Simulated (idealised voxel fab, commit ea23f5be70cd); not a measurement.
Name of the process module below: voxel tone inversion
It is cross-section cut that appears here, measuring 230 nm in width, its square cells being 5 nm in size.
When this document writes out a cross-section, it uses a grid of square cells and lists it as bands, beginning at the top and moving down, with a band standing for one or more rows of cells.
Band: top and bottom heights (nm) first, top before bottom; then materials from left to right, widths in nm. "throughout" marks a sole material filling the band edge to edge. "empty" denotes empty space.
Ref level 0: as-received wafer is one material below here. Bottom band extends down with no lower bound ("0 and below").
A width such as "30..40" changes by the same amount from each row of cells to the next, from the band's top row to its bottom row.
"nothing different", as given for a step, is the statement that not any cell of the cross-section underwent a change during that step.
Enclosed voids (no open way to top), threshold 8 cells or more, entry "Fully sealed voids", notation width x height at distance, distance from left edge, nm.
after a step's settings: what the simulator itself notes on the step
On any step carrying a mask, the "overlay nm" setting, if present on the step's line, tells how far right of its planned place the mask lay; negative values point to the left.
**These are the steps we planned for the process**
1 op RECEIVE | material Si
2 op CONFORMAL_DEP | material SiCN | thk nm 10
3 op DIRECTIONAL_DEP | material polySi | thk nm 20
4 op PATTERN | tone cover | mask id POSTS | material resist | width nm 15 | pitch nm 40 | thk nm 30 | overlay nm 0
5 op DIRECTIONAL_ETCH | etch materials polySi | depth nm 20
6 op STRIP | etch materials resist
7 op FILL_DEP | material lowk | thk nm 10
8 op CMP | height nm 30
9 op STRIP | etch materials polySi
10 op CONFORMAL_DEP | material TiN | thk nm 5
11 op FILL_DEP | material Ru | thk nm 10
12 op CMP | height nm 30
13 op CONFORMAL_DEP | material SiN | thk nm 5
**Here's what the wafer looked like in cross-section when it arrived - that's after step 1**
  0 and below: Si throughout
  Fully sealed voids: none
**Module complete - cross-section of the first of two wafers, run according to plan**
  35 down to 30: SiN throughout
  30 down to 15: lowk 65, TiN 5, Ru 5, TiN 5, lowk 25, TiN 5, Ru 5, TiN 5, lowk 25, TiN 5, Ru 5, TiN 5, lowk 70
  15 down to 10: lowk 65, TiN 15, lowk 25, TiN 15, lowk 25, TiN 15, lowk 70
  10 down to 0: SiCN throughout
  0 and below: Si throughout
  Fully sealed voids: none
**Presented here is a cross-section of the second of the two wafers as it stood at the end of the module. It was started in the same manner and assigned the same plan as the first wafer; however, one mistake was made in its execution**
  35 down to 30: SiN throughout
  30 down to 15: lowk 65, TiN 5, SiCN 5, TiN 5, lowk 25, TiN 5, SiCN 5, TiN 5, lowk 25, TiN 5, SiCN 5, TiN 5, lowk 70
  15 down to 10: lowk 65, TiN 15, lowk 25, TiN 15, lowk 25, TiN 15, lowk 70
  10 down to 0: SiCN throughout
  0 and below: Si throughout
  Fully sealed voids: none
Want to know what went wrong? step 11 deviated from plan and actually ran as op FILL_DEP | material SiCN | thk nm 10
Final tally in cells, some materials are higher or lower on the second wafer than on the first: Ru -9 | SiCN +9
